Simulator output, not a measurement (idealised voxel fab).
Name of the process module below: voxel local oxidation
cross-section cut | 275 nm wide | cells 5 nm
Heads up, the way a cross-section reads in here is a grid of square cells, handed over as bands from the top down, with every band being one or more rows of cells. Heights first: top, then bottom, in nm. Then materials, left to right, each with a width in nm. "all across" on a single material: fills the band edge to edge. "air": empty space. Height datum 0, below which the as-received substrate wafer is one material. Lowest band open at the bottom, running downward: "0 down". The notation "30->40" denotes a width that varies across the rows of cells in the band, beginning at the first number in the top row, finishing at the second number in the bottom row, and changing by an identical amount from each row to the next. Basically "left unchanged" means that step didn't change any cell in the cross-section. So "Catalogued sealed voids" is basically the list of trapped voids: any empty space of 8 cells or more that can't reach the top through an opening. They're written width x height at distance, the distance being from the left edge, and it's all nm. after a step's settings: what the simulator itself notes on the step. When a step includes a mask, the "overlay nm" setting on its line states how far to the right of its planned place that mask lay, and negative values state how far to the left.
[Listed below are the process steps as planned]
1 RECEIVE | material Si
2 OXIDIZE | depth nm 5
3 CONFORMAL_DEP | material SiN | thk nm 15
4 PATTERN | tone cover | mask id ACTIVE | material resist | width nm 130 | thk nm 15 | overlay nm 0
5 DIRECTIONAL_ETCH | etch materials SiN | depth nm 15
6 STRIP | etch materials resist
7 SELECTIVE_ETCH | etch materials SiO2 | depth nm 5
8 OXIDIZE | depth nm 15
9 STRIP | etch materials SiN
[Cross-sectional view of the wafer in its as-received condition, corresponding to the state after step 1]
  0 down  Si all across
  Catalogued sealed voids: none
[Cross-section: first of two wafers, module finished, run according to plan]
  0 to -5  air: 75, then SiO2: 120, then air: 80
  -5 to -20  SiO2: 90, then Si: 90, then SiO2: 95
  -20 down  Si all across
  Catalogued sealed voids: none
[This is the second of the two wafers, cross-sectioned at the end of the module; it started exactly like the first and was given the same plan, but it was run with one mistake]
  0 to -5  air: 85, then SiO2: 100, then air: 90
  -5 to -20  SiO2: 100, then Si: 70, then SiO2: 105
  -20 down  Si all across
  Catalogued sealed voids: none
What was done differently from what was planned? off-plan run, step 7, actual operation and settings SELECTIVE_ETCH | etch materials SiO2 | depth nm 15
Once processing is complete, comparing cell counts shows that the second wafer has more or fewer of certain materials than the first: Si -12; SiO2 +8
